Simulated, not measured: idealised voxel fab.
A process module follows: voxel fin reveal.
The cross-section on display is named cut; it measures 285 nm wide, and its cells are 5 nm squares.
A cross-section in this document is a grid of square cells, and it is written down as bands, the top band listed before the ones below it; a band is made up of one or more rows of cells.
Heights first: top, then bottom, in nm. Then materials, left to right, each with a width in nm. "full width" on a single material: fills the band edge to edge. "blank": empty space.
Height 0 is the level under which the wafer as received is all one material. The lowest band goes on downwards, as in "top 0, no bottom".
Width: "30->40" (first number = top row, second number = bottom row, same change from row to row of cells).
It should be understood that the words "nothing altered", when stated for a given step, signify that the cross-section underwent no change in any of its cells during that step.
"Internal closed voids": empty spaces of 8 cells or more with no open way to the top, each given as width x height at distance, distance from the left edge, all in nm.
Whatever follows a step's settings on its line is a remark the simulator itself makes about that step.
overlay nm: on a step with a mask, how far right of its planned place the mask lay; negative means left.
[These are the steps we planned for the process]
1: RECEIVE,material Si
2: CONFORMAL_DEP,material SiN,thk nm 10
3: DIRECTIONAL_DEP,material aC,thk nm 15
4: PATTERN,tone cover,mask id FINS,material resist,width nm 15,pitch nm 45,thk nm 35,overlay nm 0
5: DIRECTIONAL_ETCH,etch materials aC,depth nm 15
6: STRIP,etch materials resist
7: DIRECTIONAL_ETCH,etch materials SiN,depth nm 10
8: DIRECTIONAL_ETCH,etch materials Si,depth nm 35
9: STRIP,etch materials aC
10: FILL_DEP,material SiO2,thk nm 10
11: CMP,height nm 10
12: SELECTIVE_ETCH,etch materials SiO2,depth nm 35
13: STRIP,etch materials SiN
14: CONFORMAL_DEP,material HfO2,thk nm 5
[as received, after step 1]
	top 0, no bottom: Si full width
	Internal closed voids: none
[Cross-section at module end, one run error; start and plan unchanged from above]
	top 5, bottom 0: 95 blank | 25 HfO2 | 20 blank | 25 HfO2 | 20 blank | 25 HfO2 | 75 blank
	top 0, bottom -20: 95 blank | 5 HfO2 | 15 Si | 5 HfO2 | 20 blank | 5 HfO2 | 15 Si | 5 HfO2 | 20 blank | 5 HfO2 | 15 Si | 5 HfO2 | 75 blank
	top -20, bottom -25: 100 HfO2 | 15 Si | 30 HfO2 | 15 Si | 30 HfO2 | 15 Si | 80 HfO2
	top -25, bottom -35: 100 SiO2 | 15 Si | 30 SiO2 | 15 Si | 30 SiO2 | 15 Si | 80 SiO2
	top -35, no bottom: Si full width
	Internal closed voids: none
What broke from the plan during processing? step 4 was not run as planned; what actually ran was PATTERN,tone cover,mask id FINS,material resist,width nm 15,pitch nm 45,thk nm 35,overlay nm 10
